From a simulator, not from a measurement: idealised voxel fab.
The following process module bears the name voxel self aligned contacts.
We display cut, a cross-section 260 nm in width whose square cells are each 5 nm.
When this document writes out a cross-section, it uses a grid of square cells and lists it as bands, beginning at the top and moving down, with a band standing for one or more rows of cells. Top, bottom (nm), then materials left to right with widths (nm); lone material tagged "all across" fills the whole band edge to edge; "blank" = empty space. Convention: height 0 is the level below which the wafer, as received, is all one material. The lowest band does not terminate at the bottom but continues downward, represented as "from 0 down". So if you see something like "30->40" for the width, read it as the top row of the band sitting at the first number and the bottom row at the second, with every row in between moving by the same amount as the last. "no alteration" means the step left every cell of the cross-section as it was. Closed empty spaces (no open way to the top) of 8 cells or more are what "Sealed void list" lists, each as width x height at distance from the left edge, nm for all three. Text after the settings on a step's line: the simulator's own remark on that step. Among the settings permitted on a step's line is "overlay nm"; applied to a step with a mask, it specifies the extent to which the mask lay to the right of its planned position, whereas a negative figure signifies a position to the left.
List of planned process steps:
1: RECEIVE (material Si)
2: CONFORMAL_DEP (material SiO2; thk nm 5)
3: DIRECTIONAL_DEP (material polySi; thk nm 25)
4: DIRECTIONAL_DEP (material SiN; thk nm 20)
5: DIRECTIONAL_DEP (material aC; thk nm 10)
6: PATTERN (tone cover; mask id GATE; material resist; width nm 15; pitch nm 70; thk nm 25; overlay nm 0)
7: DIRECTIONAL_ETCH (etch materials aC; depth nm 10)
8: STRIP (etch materials resist)
9: DIRECTIONAL_ETCH (etch materials SiN; depth nm 20)
10: DIRECTIONAL_ETCH (etch materials polySi; depth nm 25)
11: STRIP (etch materials aC)
12: CONFORMAL_DEP (material SiN; thk nm 10)
13: DIRECTIONAL_ETCH (etch materials SiN; depth nm 10)
14: FILL_DEP (material SiO2; thk nm 15)
15: CMP (height nm 55)
16: MASKED_ETCH (tone open; mask id CONTACT; width nm 55; etch materials SiO2; depth nm 55; overlay nm 0)
17: CONFORMAL_DEP (material TiN; thk nm 5)
18: FILL_DEP (material W; thk nm 5)
19: CMP (height nm 55)
20: CONFORMAL_DEP (material SiCN; thk nm 5)
Keep in mind the plan's value for the width nm of step 6 comes from the first wafer; the wafers don't share that setting, but they do share the same starting point.
First of several wafers, received after step 1, in cross-section:
  from 0 down = Si all across
  Sealed void list: none
Note: the following table is arranged by wafer, a row apiece. Each row reports the end-of-module state: per material, cells gained (+) or cells lost (-) compared with the wafer as received; closed voids follow:
width nm 15, +52 SiCN, +96 SiN, +365 SiO2, +31 TiN, +50 W, +30 polySi, Sealed void list: none
width nm 20, +52 SiCN, +104 SiN, +357 SiO2, +31 TiN, +40 W, +40 polySi, Sealed void list: none
width nm 25, +52 SiCN, +112 SiN, +349 SiO2, +31 TiN, +30 W, +50 polySi, Sealed void list: none
width nm 30, +52 SiCN, +120 SiN, +341 SiO2, +31 TiN, +20 W, +60 polySi, Sealed void list: none
width nm 35, +52 SiCN, +128 SiN, +333 SiO2, +31 TiN, +10 W, +70 polySi, Sealed void list: none
width nm 40, +52 SiCN, +136 SiN, +325 SiO2, +31 TiN, +80 polySi, Sealed void list: none
